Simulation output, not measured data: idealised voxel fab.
You're looking at the process module voxel self aligned vias.
The cross-section shown here is cut; it is 295 nm wide and divided into square cells measuring 5 nm on a side.
Cross-section layout: square cells on a grid; listed as bands, top to bottom; a band spans one or more cell rows. Within each band entry, the heights of the top and of the bottom of the band appear first, in that order and in nm; the materials of the band then follow from left to right, each with its corresponding width in nm. The designation "throughout" on a single material indicates that it fills the band from edge to edge; the designation "air" indicates empty space. Zero point of the height axis is 0; under it, received wafer = one material. Lowest band: continues down indefinitely, "0 and below". A width such as "30 to 40" changes by the same amount from each row of cells to the next, from the band's top row to its bottom row. Take "remains unaltered" at face value: in the step it is given for, the cross-section changed in none of its cells. So "Sealed-off cavities" is basically the list of trapped voids: any empty space of 8 cells or more that can't reach the top through an opening. They're written width x height at distance, the distance being from the left edge, and it's all nm. Heads up: the bit after the settings on a step's line is the simulator's remark on that step. overlay nm: where the mask lay relative to plan, measured to the right, on steps with a mask; negatives go left. Quick note on how to read the rest: it's all pairs. You get the cross-section before a process step and the one after, but the after one only goes down as far as the lowest band that changed. The step in between, with its settings, sits under the pair. Heads up, the pairs can come from different runs of this module on the same starting wafer, so don't assume a pair picks up from the one above unless its "Before processing" entry says it does.

[Before processing]
  0 and below  Si throughout
  Sealed-off cavities: none

[Post-Step Cross-Section]
  15 down to 0  SiO2 throughout
  Beneath the level 0, the cross-section is identical to its previous state.
  Sealed-off cavities: none
Which step turns the before cross-section above into the after cross-section? CONFORMAL_DEP | material SiO2 | thk nm 15

Before processing: cross-section not repeated; it is the one shown after the step in the pair just above.

[Post-Step Cross-Section]
  20 down to 15  SiCN throughout
  Beneath the level 15, the cross-section is identical to its previous state.
  Sealed-off cavities: none
Which step turns the before cross-section above into the after cross-section? CONFORMAL_DEP | material SiCN | thk nm 5

Before processing: cross-section not repeated; it is the one shown after the step in the pair just above.

[Post-Step Cross-Section]
  50 down to 20  SiO2 throughout
  Beneath the level 20, the cross-section is identical to its previous state.
  Sealed-off cavities: none
Which step turns the before cross-section above into the after cross-section? DIRECTIONAL_DEP | material SiO2 | thk nm 30

Before processing: cross-section not repeated; it is the one shown after the step in the pair just above.

[Post-Step Cross-Section]
  70 down to 50  resist 75 nm, air 25 nm, resist 35 nm, air 25 nm, resist 35 nm, air 25 nm, resist 75 nm
  Beneath the level 50, the cross-section is identical to its previous state.
  Sealed-off cavities: none
Which step turns the before cross-section above into the after cross-section? PATTERN | tone open | mask id LINES | material resist | width nm 25 | pitch nm 60 | thk nm 20 | overlay nm 0

Before processing: cross-section not repeated; it is the one shown after the step in the pair just above.

[Post-Step Cross-Section]
  70 down to 50  resist 75 nm, air 25 nm, resist 35 nm, air 25 nm, resist 35 nm, air 25 nm, resist 75 nm
  50 down to 20  SiO2 75 nm, air 25 nm, SiO2 35 nm, air 25 nm, SiO2 35 nm, air 25 nm, SiO2 75 nm
  Beneath the level 20, the cross-section is identical to its previous state.
  Sealed-off cavities: none
Which step turns the before cross-section above into the after cross-section? DIRECTIONAL_ETCH | etch materials SiO2 | depth nm 30

Before processing: cross-section not repeated; it is the one shown after the step in the pair just above.

[Post-Step Cross-Section]
  50 down to 20  SiO2 75 nm, air 25 nm, SiO2 35 nm, air 25 nm, SiO2 35 nm, air 25 nm, SiO2 75 nm
  Beneath the level 20, the cross-section is identical to its previous state.
  Sealed-off cavities: none
Which step turns the before cross-section above into the after cross-section? STRIP | etch materials resist

Before processing: cross-section not repeated; it is the one shown after the step in the pair just above.

[Post-Step Cross-Section]
  55 down to 50  TiN 80 nm, air 15 nm, TiN 45 nm, air 15 nm, TiN 45 nm, air 15 nm, TiN 80 nm
  50 down to 25  SiO2 75 nm, TiN 5 nm, air 15 nm, TiN 5 nm, SiO2 35 nm, TiN 5 nm, air 15 nm, TiN 5 nm, SiO2 35 nm, TiN 5 nm, air 15 nm, TiN 5 nm, SiO2 75 nm
  25 down to 20  SiO2 75 nm, TiN 25 nm, SiO2 35 nm, TiN 25 nm, SiO2 35 nm, TiN 25 nm, SiO2 75 nm
  Beneath the level 20, the cross-section is identical to its previous state.
  Sealed-off cavities: none
Which step turns the before cross-section above into the after cross-section? CONFORMAL_DEP | material TiN | thk nm 5

Before processing: cross-section not repeated; it is the one shown after the step in the pair just above.

[Post-Step Cross-Section]
  65 down to 55  W throughout
  55 down to 50  TiN 80 nm, W 15 nm, TiN 45 nm, W 15 nm, TiN 45 nm, W 15 nm, TiN 80 nm
  50 down to 25  SiO2 75 nm, TiN 5 nm, W 15 nm, TiN 5 nm, SiO2 35 nm, TiN 5 nm, W 15 nm, TiN 5 nm, SiO2 35 nm, TiN 5 nm, W 15 nm, TiN 5 nm, SiO2 75 nm
  Beneath the level 25, the cross-section is identical to its previous state.
  Sealed-off cavities: none
Which step turns the before cross-section above into the after cross-section? FILL_DEP | material W | thk nm 10

Before processing: cross-section not repeated; it is the one shown after the step in the pair just above.

[Post-Step Cross-Section]
  50 down to 25  SiO2 75 nm, TiN 5 nm, W 15 nm, TiN 5 nm, SiO2 35 nm, TiN 5 nm, W 15 nm, TiN 5 nm, SiO2 35 nm, TiN 5 nm, W 15 nm, TiN 5 nm, SiO2 75 nm
  Beneath the level 25, the cross-section is identical to its previous state.
  Sealed-off cavities: none
Which step turns the before cross-section above into the after cross-section? CMP | height nm 50

Before processing: cross-section not repeated; it is the one shown after the step in the pair just above.

[Post-Step Cross-Section]
  50 down to 45  SiO2 75 nm, air 25 nm, SiO2 35 nm, air 25 nm, SiO2 35 nm, air 25 nm, SiO2 75 nm
  Beneath the level 45, the cross-section is identical to its previous state.
  Sealed-off cavities: none
Which step turns the before cross-section above into the after cross-section? SELECTIVE_ETCH | etch materials W Ru TiN | depth nm 5

Before processing: cross-section not repeated; it is the one shown after the step in the pair just above.

[Post-Step Cross-Section]
  60 down to 50  SiN throughout
  50 down to 45  SiO2 75 nm, SiN 25 nm, SiO2 35 nm, SiN 25 nm, SiO2 35 nm, SiN 25 nm, SiO2 75 nm
  Beneath the level 45, the cross-section is identical to its previous state.
  Sealed-off cavities: none
Which step turns the before cross-section above into the after cross-section? FILL_DEP | material SiN | thk nm 10

Before processing: cross-section not repeated; it is the one shown after the step in the pair just above.

[Post-Step Cross-Section]
  50 down to 45  SiO2 75 nm, SiN 25 nm, SiO2 35 nm, SiN 25 nm, SiO2 35 nm, SiN 25 nm, SiO2 75 nm
  Beneath the level 45, the cross-section is identical to its previous state.
  Sealed-off cavities: none
Which step turns the before cross-section above into the after cross-section? CMP | height nm 50

Before processing: cross-section not repeated; it is the one shown after the step in the pair just above.

[Post-Step Cross-Section]
  65 down to 50  SiO2 throughout
  Beneath the level 50, the cross-section is identical to its previous state.
  Sealed-off cavities: none
Which step turns the before cross-section above into the after cross-section? DIRECTIONAL_DEP | material SiO2 | thk nm 15

Before processing: cross-section not repeated; it is the one shown after the step in the pair just above.

[Post-Step Cross-Section]
  80 down to 65  aC throughout
  Beneath the level 65, the cross-section is identical to its previous state.
  Sealed-off cavities: none
Which step turns the before cross-section above into the after cross-section? DIRECTIONAL_DEP | material aC | thk nm 15

Before processing: cross-section not repeated; it is the one shown after the step in the pair just above.

[Post-Step Cross-Section]
  110 down to 80  resist 70 nm, air 35 nm, resist 25 nm, air 35 nm, resist 25 nm, air 35 nm, resist 70 nm
  Beneath the level 80, the cross-section is identical to its previous state.
  Sealed-off cavities: none
Which step turns the before cross-section above into the after cross-section? PATTERN | tone open | mask id VIAS | material resist | width nm 35 | pitch nm 60 | thk nm 30 | overlay nm 0

Before processing: cross-section not repeated; it is the one shown after the step in the pair just above.

[Post-Step Cross-Section]
  95 down to 80  resist 70 nm, air 35 nm, resist 25 nm, air 35 nm, resist 25 nm, air 35 nm, resist 70 nm
  80 down to 65  aC 70 nm, air 35 nm, aC 25 nm, air 35 nm, aC 25 nm, air 35 nm, aC 70 nm
  Beneath the level 65, the cross-section is identical to its previous state.
  Sealed-off cavities: none
Which step turns the before cross-section above into the after cross-section? DIRECTIONAL_ETCH | etch materials aC | depth nm 15

Before processing: cross-section not repeated; it is the one shown after the step in the pair just above.

[Post-Step Cross-Section]
  80 down to 65  aC 70 nm, air 35 nm, aC 25 nm, air 35 nm, aC 25 nm, air 35 nm, aC 70 nm
  Beneath the level 65, the cross-section is identical to its previous state.
  Sealed-off cavities: none
Which step turns the before cross-section above into the after cross-section? STRIP | etch materials resist

Before processing: cross-section not repeated; it is the one shown after the step in the pair just above.

[Post-Step Cross-Section]
  80 down to 65  aC 70 nm, air 35 nm, aC 25 nm, air 35 nm, aC 25 nm, air 35 nm, aC 70 nm
  65 down to 50  SiO2 70 nm, air 35 nm, SiO2 25 nm, air 35 nm, SiO2 25 nm, air 35 nm, SiO2 70 nm
  Beneath the level 50, the cross-section is identical to its previous state.
  Sealed-off cavities: none
Which step turns the before cross-section above into the after cross-section? DIRECTIONAL_ETCH | etch materials SiO2 | depth nm 15

Before processing: cross-section not repeated; it is the one shown after the step in the pair just above.

[Post-Step Cross-Section]
  80 down to 65  aC 70 nm, air 35 nm, aC 25 nm, air 35 nm, aC 25 nm, air 35 nm, aC 70 nm
  65 down to 50  SiO2 70 nm, air 35 nm, SiO2 25 nm, air 35 nm, SiO2 25 nm, air 35 nm, SiO2 70 nm
  50 down to 45  SiO2 75 nm, air 25 nm, SiO2 35 nm, air 25 nm, SiO2 35 nm, air 25 nm, SiO2 75 nm
  Beneath the level 45, the cross-section is identical to its previous state.
  Sealed-off cavities: none
Which step turns the before cross-section above into the after cross-section? DIRECTIONAL_ETCH | etch materials SiN | depth nm 5

Before processing: cross-section not repeated; it is the one shown after the step in the pair just above.

[Post-Step Cross-Section]
  65 down to 50  SiO2 70 nm, air 35 nm, SiO2 25 nm, air 35 nm, SiO2 25 nm, air 35 nm, SiO2 70 nm
  Beneath the level 50, the cross-section is identical to its previous state.
  Sealed-off cavities: none
Which step turns the before cross-section above into the after cross-section? STRIP | etch materials aC

Before processing: cross-section not repeated; it is the one shown after the step in the pair just above.

[Post-Step Cross-Section]
  70 down to 65  TiN 75 nm, air 25 nm, TiN 35 nm, air 25 nm, TiN 35 nm, air 25 nm, TiN 75 nm
  65 down to 55  SiO2 70 nm, TiN 5 nm, air 25 nm, TiN 5 nm, SiO2 25 nm, TiN 5 nm, air 25 nm, TiN 5 nm, SiO2 25 nm, TiN 5 nm, air 25 nm, TiN 5 nm, SiO2 70 nm
  55 down to 50  SiO2 70 nm, TiN 10 nm, air 15 nm, TiN 10 nm, SiO2 25 nm, TiN 10 nm, air 15 nm, TiN 10 nm, SiO2 25 nm, TiN 10 nm, air 15 nm, TiN 10 nm, SiO2 70 nm
  50 down to 45  SiO2 75 nm, TiN 25 nm, SiO2 35 nm, TiN 25 nm, SiO2 35 nm, TiN 25 nm, SiO2 75 nm
  Beneath the level 45, the cross-section is identical to its previous state.
  Sealed-off cavities: none
Which step turns the before cross-section above into the after cross-section? CONFORMAL_DEP | material TiN | thk nm 5

Before processing: cross-section not repeated; it is the one shown after the step in the pair just above.

[Post-Step Cross-Section]
  80 down to 70  Cu throughout
  70 down to 65  TiN 75 nm, Cu 25 nm, TiN 35 nm, Cu 25 nm, TiN 35 nm, Cu 25 nm, TiN 75 nm
  65 down to 55  SiO2 70 nm, TiN 5 nm, Cu 25 nm, TiN 5 nm, SiO2 25 nm, TiN 5 nm, Cu 25 nm, TiN 5 nm, SiO2 25 nm, TiN 5 nm, Cu 25 nm, TiN 5 nm, SiO2 70 nm
  55 down to 50  SiO2 70 nm, TiN 10 nm, Cu 15 nm, TiN 10 nm, SiO2 25 nm, TiN 10 nm, Cu 15 nm, TiN 10 nm, SiO2 25 nm, TiN 10 nm, Cu 15 nm, TiN 10 nm, SiO2 70 nm
  Beneath the level 50, the cross-section is identical to its previous state.
  Sealed-off cavities: none
Which step turns the before cross-section above into the after cross-section? FILL_DEP | material Cu | thk nm 10

Before processing: cross-section not repeated; it is the one shown after the step in the pair just above.

[Post-Step Cross-Section]
  65 down to 55  SiO2 70 nm, TiN 5 nm, Cu 25 nm, TiN 5 nm, SiO2 25 nm, TiN 5 nm, Cu 25 nm, TiN 5 nm, SiO2 25 nm, TiN 5 nm, Cu 25 nm, TiN 5 nm, SiO2 70 nm
  Beneath the level 55, the cross-section is identical to its previous state.
  Sealed-off cavities: none
Which step turns the before cross-section above into the after cross-section? CMP | height nm 65

Before processing: cross-section not repeated; it is the one shown after the step in the pair just above.

[Post-Step Cross-Section]
  70 down to 65  SiN throughout
  Beneath the level 65, the cross-section is identical to its previous state.
  Sealed-off cavities: none
Which step turns the before cross-section above into the after cross-section? CONFORMAL_DEP | material SiN | thk nm 5

[Before processing]
  15 down to 0  SiO2 throughout
  0 and below  Si throughout
  Sealed-off cavities: none

[Post-Step Cross-Section]
  45 down to 0  SiO2 throughout
  Beneath the level 0, the cross-section is identical to its previous state.
  Sealed-off cavities: none
Which step turns the before cross-section above into the after cross-section? DIRECTIONAL_DEP | material SiO2 | thk nm 30

Before processing: cross-section not repeated; it is the one shown after the step in the pair just above.

[Post-Step Cross-Section]
  65 down to 45  resist 75 nm, air 25 nm, resist 35 nm, air 25 nm, resist 35 nm, air 25 nm, resist 75 nm
  Beneath the level 45, the cross-section is identical to its previous state.
  Sealed-off cavities: none
Which step turns the before cross-section above into the after cross-section? PATTERN | tone open | mask id LINES | material resist | width nm 25 | pitch nm 60 | thk nm 20 | overlay nm 0

Before processing: cross-section not repeated; it is the one shown after the step in the pair just above.

[Post-Step Cross-Section]
  65 down to 45  resist 75 nm, air 25 nm, resist 35 nm, air 25 nm, resist 35 nm, air 25 nm, resist 75 nm
  45 down to 15  SiO2 75 nm, air 25 nm, SiO2 35 nm, air 25 nm, SiO2 35 nm, air 25 nm, SiO2 75 nm
  Beneath the level 15, the cross-section is identical to its previous state.
  Sealed-off cavities: none
Which step turns the before cross-section above into the after cross-section? DIRECTIONAL_ETCH | etch materials SiO2 | depth nm 30

Before processing: cross-section not repeated; it is the one shown after the step in the pair just above.

[Post-Step Cross-Section]
  45 down to 15  SiO2 75 nm, air 25 nm, SiO2 35 nm, air 25 nm, SiO2 35 nm, air 25 nm, SiO2 75 nm
  Beneath the level 15, the cross-section is identical to its previous state.
  Sealed-off cavities: none
Which step turns the before cross-section above into the after cross-section? STRIP | etch materials resist

Before processing: cross-section not repeated; it is the one shown after the step in the pair just above.

[Post-Step Cross-Section]
  50 down to 45  TiN 80 nm, air 15 nm, TiN 45 nm, air 15 nm, TiN 45 nm, air 15 nm, TiN 80 nm
  45 down to 20  SiO2 75 nm, TiN 5 nm, air 15 nm, TiN 5 nm, SiO2 35 nm, TiN 5 nm, air 15 nm, TiN 5 nm, SiO2 35 nm, TiN 5 nm, air 15 nm, TiN 5 nm, SiO2 75 nm
  20 down to 15  SiO2 75 nm, TiN 25 nm, SiO2 35 nm, TiN 25 nm, SiO2 35 nm, TiN 25 nm, SiO2 75 nm
  Beneath the level 15, the cross-section is identical to its previous state.
  Sealed-off cavities: none
Which step turns the before cross-section above into the after cross-section? CONFORMAL_DEP | material TiN | thk nm 5

Before processing: cross-section not repeated; it is the one shown after the step in the pair just above.

[Post-Step Cross-Section]
  60 down to 50  W throughout
  50 down to 45  TiN 80 nm, W 15 nm, TiN 45 nm, W 15 nm, TiN 45 nm, W 15 nm, TiN 80 nm
  45 down to 20  SiO2 75 nm, TiN 5 nm, W 15 nm, TiN 5 nm, SiO2 35 nm, TiN 5 nm, W 15 nm, TiN 5 nm, SiO2 35 nm, TiN 5 nm, W 15 nm, TiN 5 nm, SiO2 75 nm
  Beneath the level 20, the cross-section is identical to its previous state.
  Sealed-off cavities: none
Which step turns the before cross-section above into the after cross-section? FILL_DEP | material W | thk nm 10

Before processing: cross-section not repeated; it is the one shown after the step in the pair just above.

[Post-Step Cross-Section]
  50 down to 45  TiN 80 nm, W 15 nm, TiN 45 nm, W 15 nm, TiN 45 nm, W 15 nm, TiN 80 nm
  Beneath the level 45, the cross-section is identical to its previous state.
  Sealed-off cavities: none
Which step turns the before cross-section above into the after cross-section? CMP | height nm 50

Before processing: cross-section not repeated; it is the one shown after the step in the pair just above.

[Post-Step Cross-Section]
  45 down to 20  SiO2 75 nm, TiN 5 nm, W 15 nm, TiN 5 nm, SiO2 35 nm, TiN 5 nm, W 15 nm, TiN 5 nm, SiO2 35 nm, TiN 5 nm, W 15 nm, TiN 5 nm, SiO2 75 nm
  Beneath the level 20, the cross-section is identical to its previous state.
  Sealed-off cavities: none
Which step turns the before cross-section above into the after cross-section? SELECTIVE_ETCH | etch materials W Ru TiN | depth nm 5

Before processing: cross-section not repeated; it is the one shown after the step in the pair just above.

[Post-Step Cross-Section]
  55 down to 45  SiN throughout
  Beneath the level 45, the cross-section is identical to its previous state.
  Sealed-off cavities: none
Which step turns the before cross-section above into the after cross-section? FILL_DEP | material SiN | thk nm 10

Before processing: cross-section not repeated; it is the one shown after the step in the pair just above.

[Post-Step Cross-Section]
  50 down to 45  SiN throughout
  Beneath the level 45, the cross-section is identical to its previous state.
  Sealed-off cavities: none
Which step turns the before cross-section above into the after cross-section? CMP | height nm 50

Before processing: cross-section not repeated; it is the one shown after the step in the pair just above.

[Post-Step Cross-Section]
  65 down to 50  SiO2 throughout
  Beneath the level 50, the cross-section is identical to its previous state.
  Sealed-off cavities: none
Which step turns the before cross-section above into the after cross-section? DIRECTIONAL_DEP | material SiO2 | thk nm 15

Before processing: cross-section not repeated; it is the one shown after the step in the pair just above.

[Post-Step Cross-Section]
  80 down to 65  aC throughout
  Beneath the level 65, the cross-section is identical to its previous state.
  Sealed-off cavities: none
Which step turns the before cross-section above into the after cross-section? DIRECTIONAL_DEP | material aC | thk nm 15

Before processing: cross-section not repeated; it is the one shown after the step in the pair just above.

[Post-Step Cross-Section]
  110 down to 80  resist 70 nm, air 35 nm, resist 25 nm, air 35 nm, resist 25 nm, air 35 nm, resist 70 nm
  Beneath the level 80, the cross-section is identical to its previous state.
  Sealed-off cavities: none
Which step turns the before cross-section above into the after cross-section? PATTERN | tone open | mask id VIAS | material resist | width nm 35 | pitch nm 60 | thk nm 30 | overlay nm 0

Before processing: cross-section not repeated; it is the one shown after the step in the pair just above.

[Post-Step Cross-Section]
  95 down to 80  resist 70 nm, air 35 nm, resist 25 nm, air 35 nm, resist 25 nm, air 35 nm, resist 70 nm
  80 down to 65  aC 70 nm, air 35 nm, aC 25 nm, air 35 nm, aC 25 nm, air 35 nm, aC 70 nm
  Beneath the level 65, the cross-section is identical to its previous state.
  Sealed-off cavities: none
Which step turns the before cross-section above into the after cross-section? DIRECTIONAL_ETCH | etch materials aC | depth nm 15

Before processing: cross-section not repeated; it is the one shown after the step in the pair just above.

[Post-Step Cross-Section]
  80 down to 65  aC 70 nm, air 35 nm, aC 25 nm, air 35 nm, aC 25 nm, air 35 nm, aC 70 nm
  Beneath the level 65, the cross-section is identical to its previous state.
  Sealed-off cavities: none
Which step turns the before cross-section above into the after cross-section? STRIP | etch materials resist

Before processing: cross-section not repeated; it is the one shown after the step in the pair just above.

[Post-Step Cross-Section]
  80 down to 65  aC 70 nm, air 35 nm, aC 25 nm, air 35 nm, aC 25 nm, air 35 nm, aC 70 nm
  65 down to 50  SiO2 70 nm, air 35 nm, SiO2 25 nm, air 35 nm, SiO2 25 nm, air 35 nm, SiO2 70 nm
  Beneath the level 50, the cross-section is identical to its previous state.
  Sealed-off cavities: none
Which step turns the before cross-section above into the after cross-section? DIRECTIONAL_ETCH | etch materials SiO2 | depth nm 15

Before processing: cross-section not repeated; it is the one shown after the step in the pair just above.

[Post-Step Cross-Section]
  80 down to 65  aC 70 nm, air 35 nm, aC 25 nm, air 35 nm, aC 25 nm, air 35 nm, aC 70 nm
  65 down to 50  SiO2 70 nm, air 35 nm, SiO2 25 nm, air 35 nm, SiO2 25 nm, air 35 nm, SiO2 70 nm
  50 down to 45  SiN 70 nm, air 35 nm, SiN 25 nm, air 35 nm, SiN 25 nm, air 35 nm, SiN 70 nm
  Beneath the level 45, the cross-section is identical to its previous state.
  Sealed-off cavities: none
Which step turns the before cross-section above into the after cross-section? DIRECTIONAL_ETCH | etch materials SiN | depth nm 5

Before processing: cross-section not repeated; it is the one shown after the step in the pair just above.

[Post-Step Cross-Section]
  65 down to 50  SiO2 70 nm, air 35 nm, SiO2 25 nm, air 35 nm, SiO2 25 nm, air 35 nm, SiO2 70 nm
  Beneath the level 50, the cross-section is identical to its previous state.
  Sealed-off cavities: none
Which step turns the before cross-section above into the after cross-section? STRIP | etch materials aC

Before processing: cross-section not repeated; it is the one shown after the step in the pair just above.

[Post-Step Cross-Section]
  70 down to 65  TiN 75 nm, air 25 nm, TiN 35 nm, air 25 nm, TiN 35 nm, air 25 nm, TiN 75 nm
  65 down to 50  SiO2 70 nm, TiN 5 nm, air 25 nm, TiN 5 nm, SiO2 25 nm, TiN 5 nm, air 25 nm, TiN 5 nm, SiO2 25 nm, TiN 5 nm, air 25 nm, TiN 5 nm, SiO2 70 nm
  50 down to 45  SiN 70 nm, TiN 35 nm, SiN 25 nm, TiN 35 nm, SiN 25 nm, TiN 35 nm, SiN 70 nm
  Beneath the level 45, the cross-section is identical to its previous state.
  Sealed-off cavities: none
Which step turns the before cross-section above into the after cross-section? CONFORMAL_DEP | material TiN | thk nm 5

Before processing: cross-section not repeated; it is the one shown after the step in the pair just above.

[Post-Step Cross-Section]
  80 down to 70  Cu throughout
  70 down to 65  TiN 75 nm, Cu 25 nm, TiN 35 nm, Cu 25 nm, TiN 35 nm, Cu 25 nm, TiN 75 nm
  65 down to 50  SiO2 70 nm, TiN 5 nm, Cu 25 nm, TiN 5 nm, SiO2 25 nm, TiN 5 nm, Cu 25 nm, TiN 5 nm, SiO2 25 nm, TiN 5 nm, Cu 25 nm, TiN 5 nm, SiO2 70 nm
  Beneath the level 50, the cross-section is identical to its previous state.
  Sealed-off cavities: none
Which step turns the before cross-section above into the after cross-section? FILL_DEP | material Cu | thk nm 10

Before processing: cross-section not repeated; it is the one shown after the step in the pair just above.

[Post-Step Cross-Section]
  65 down to 50  SiO2 70 nm, TiN 5 nm, Cu 25 nm, TiN 5 nm, SiO2 25 nm, TiN 5 nm, Cu 25 nm, TiN 5 nm, SiO2 25 nm, TiN 5 nm, Cu 25 nm, TiN 5 nm, SiO2 70 nm
  Beneath the level 50, the cross-section is identical to its previous state.
  Sealed-off cavities: none
Which step turns the before cross-section above into the after cross-section? CMP | height nm 65

Before processing: cross-section not repeated; it is the one shown after the step in the pair just above.

[Post-Step Cross-Section]
  70 down to 65  SiN throughout
  Beneath the level 65, the cross-section is identical to its previous state.
  Sealed-off cavities: none
Which step turns the before cross-section above into the after cross-section? CONFORMAL_DEP | material SiN | thk nm 5

[Before processing]
  15 down to 0  SiO2 throughout
  0 and below  Si throughout
  Sealed-off cavities: none

[Post-Step Cross-Section]
  30 down to 0  SiO2 throughout
  Beneath the level 0, the cross-section is identical to its previous state.
  Sealed-off cavities: none
Which step turns the before cross-section above into the after cross-section? CONFORMAL_DEP | material SiO2 | thk nm 15

Before processing: cross-section not repeated; it is the one shown after the step in the pair just above.

[Post-Step Cross-Section]
  35 down to 30  SiCN throughout
  Beneath the level 30, the cross-section is identical to its previous state.
  Sealed-off cavities: none
Which step turns the before cross-section above into the after cross-section? CONFORMAL_DEP | material SiCN | thk nm 5

Before processing: cross-section not repeated; it is the one shown after the step in the pair just above.

[Post-Step Cross-Section]
  65 down to 35  SiO2 throughout
  Beneath the level 35, the cross-section is identical to its previous state.
  Sealed-off cavities: none
Which step turns the before cross-section above into the after cross-section? DIRECTIONAL_DEP | material SiO2 | thk nm 30

Before processing: cross-section not repeated; it is the one shown after the step in the pair just above.

[Post-Step Cross-Section]
  85 down to 65  resist 75 nm, air 25 nm, resist 35 nm, air 25 nm, resist 35 nm, air 25 nm, resist 75 nm
  Beneath the level 65, the cross-section is identical to its previous state.
  Sealed-off cavities: none
Which step turns the before cross-section above into the after cross-section? PATTERN | tone open | mask id LINES | material resist | width nm 25 | pitch nm 60 | thk nm 20 | overlay nm 0

Before processing: cross-section not repeated; it is the one shown after the step in the pair just above.

[Post-Step Cross-Section]
  85 down to 65  resist 75 nm, air 25 nm, resist 35 nm, air 25 nm, resist 35 nm, air 25 nm, resist 75 nm
  65 down to 35  SiO2 75 nm, air 25 nm, SiO2 35 nm, air 25 nm, SiO2 35 nm, air 25 nm, SiO2 75 nm
  Beneath the level 35, the cross-section is identical to its previous state.
  Sealed-off cavities: none
Which step turns the before cross-section above into the after cross-section? DIRECTIONAL_ETCH | etch materials SiO2 | depth nm 30

Before processing: cross-section not repeated; it is the one shown after the step in the pair just above.

[Post-Step Cross-Section]
  65 down to 35  SiO2 75 nm, air 25 nm, SiO2 35 nm, air 25 nm, SiO2 35 nm, air 25 nm, SiO2 75 nm
  Beneath the level 35, the cross-section is identical to its previous state.
  Sealed-off cavities: none
Which step turns the before cross-section above into the after cross-section? STRIP | etch materials resist

Before processing: cross-section not repeated; it is the one shown after the step in the pair just above.

[Post-Step Cross-Section]
  70 down to 65  TiN 80 nm, air 15 nm, TiN 45 nm, air 15 nm, TiN 45 nm, air 15 nm, TiN 80 nm
  65 down to 40  SiO2 75 nm, TiN 5 nm, air 15 nm, TiN 5 nm, SiO2 35 nm, TiN 5 nm, air 15 nm, TiN 5 nm, SiO2 35 nm, TiN 5 nm, air 15 nm, TiN 5 nm, SiO2 75 nm
  40 down to 35  SiO2 75 nm, TiN 25 nm, SiO2 35 nm, TiN 25 nm, SiO2 35 nm, TiN 25 nm, SiO2 75 nm
  Beneath the level 35, the cross-section is identical to its previous state.
  Sealed-off cavities: none
Which step turns the before cross-section above into the after cross-section? CONFORMAL_DEP | material TiN | thk nm 5

Before processing: cross-section not repeated; it is the one shown after the step in the pair just above.

[Post-Step Cross-Section]
  80 down to 70  W throughout
  70 down to 65  TiN 80 nm, W 15 nm, TiN 45 nm, W 15 nm, TiN 45 nm, W 15 nm, TiN 80 nm
  65 down to 40  SiO2 75 nm, TiN 5 nm, W 15 nm, TiN 5 nm, SiO2 35 nm, TiN 5 nm, W 15 nm, TiN 5 nm, SiO2 35 nm, TiN 5 nm, W 15 nm, TiN 5 nm, SiO2 75 nm
  Beneath the level 40, the cross-section is identical to its previous state.
  Sealed-off cavities: none
Which step turns the before cross-section above into the after cross-section? FILL_DEP | material W | thk nm 10

Before processing: cross-section not repeated; it is the one shown after the step in the pair just above.

[Post-Step Cross-Section]
  50 down to 40  SiO2 75 nm, TiN 5 nm, W 15 nm, TiN 5 nm, SiO2 35 nm, TiN 5 nm, W 15 nm, TiN 5 nm, SiO2 35 nm, TiN 5 nm, W 15 nm, TiN 5 nm, SiO2 75 nm
  Beneath the level 40, the cross-section is identical to its previous state.
  Sealed-off cavities: none
Which step turns the before cross-section above into the after cross-section? CMP | height nm 50

Before processing: cross-section not repeated; it is the one shown after the step in the pair just above.

[Post-Step Cross-Section]
  50 down to 45  SiO2 75 nm, air 25 nm, SiO2 35 nm, air 25 nm, SiO2 35 nm, air 25 nm, SiO2 75 nm
  Beneath the level 45, the cross-section is identical to its previous state.
  Sealed-off cavities: none
Which step turns the before cross-section above into the after cross-section? SELECTIVE_ETCH | etch materials W Ru TiN | depth nm 5

Before processing: cross-section not repeated; it is the one shown after the step in the pair just above.

[Post-Step Cross-Section]
  60 down to 50  SiN throughout
  50 down to 45  SiO2 75 nm, SiN 25 nm, SiO2 35 nm, SiN 25 nm, SiO2 35 nm, SiN 25 nm, SiO2 75 nm
  Beneath the level 45, the cross-section is identical to its previous state.
  Sealed-off cavities: none
Which step turns the before cross-section above into the after cross-section? FILL_DEP | material SiN | thk nm 10

Before processing: cross-section not repeated; it is the one shown after the step in the pair just above.

[Post-Step Cross-Section]
  50 down to 45  SiO2 75 nm, SiN 25 nm, SiO2 35 nm, SiN 25 nm, SiO2 35 nm, SiN 25 nm, SiO2 75 nm
  Beneath the level 45, the cross-section is identical to its previous state.
  Sealed-off cavities: none
Which step turns the before cross-section above into the after cross-section? CMP | height nm 50

Before processing: cross-section not repeated; it is the one shown after the step in the pair just above.

[Post-Step Cross-Section]
  65 down to 50  SiO2 throughout
  Beneath the level 50, the cross-section is identical to its previous state.
  Sealed-off cavities: none
Which step turns the before cross-section above into the after cross-section? DIRECTIONAL_DEP | material SiO2 | thk nm 15

Before processing: cross-section not repeated; it is the one shown after the step in the pair just above.

[Post-Step Cross-Section]
  80 down to 65  aC throughout
  Beneath the level 65, the cross-section is identical to its previous state.
  Sealed-off cavities: none
Which step turns the before cross-section above into the after cross-section? DIRECTIONAL_DEP | material aC | thk nm 15

Before processing: cross-section not repeated; it is the one shown after the step in the pair just above.

[Post-Step Cross-Section]
  110 down to 80  resist 70 nm, air 35 nm, resist 25 nm, air 35 nm, resist 25 nm, air 35 nm, resist 70 nm
  Beneath the level 80, the cross-section is identical to its previous state.
  Sealed-off cavities: none
Which step turns the before cross-section above into the after cross-section? PATTERN | tone open | mask id VIAS | material resist | width nm 35 | pitch nm 60 | thk nm 30 | overlay nm 0

Before processing: cross-section not repeated; it is the one shown after the step in the pair just above.

[Post-Step Cross-Section]
  95 down to 80  resist 70 nm, air 35 nm, resist 25 nm, air 35 nm, resist 25 nm, air 35 nm, resist 70 nm
  80 down to 65  aC 70 nm, air 35 nm, aC 25 nm, air 35 nm, aC 25 nm, air 35 nm, aC 70 nm
  Beneath the level 65, the cross-section is identical to its previous state.
  Sealed-off cavities: none
Which step turns the before cross-section above into the after cross-section? DIRECTIONAL_ETCH | etch materials aC | depth nm 15

Before processing: cross-section not repeated; it is the one shown after the step in the pair just above.

[Post-Step Cross-Section]
  80 down to 65  aC 70 nm, air 35 nm, aC 25 nm, air 35 nm, aC 25 nm, air 35 nm, aC 70 nm
  Beneath the level 65, the cross-section is identical to its previous state.
  Sealed-off cavities: none
Which step turns the before cross-section above into the after cross-section? STRIP | etch materials resist
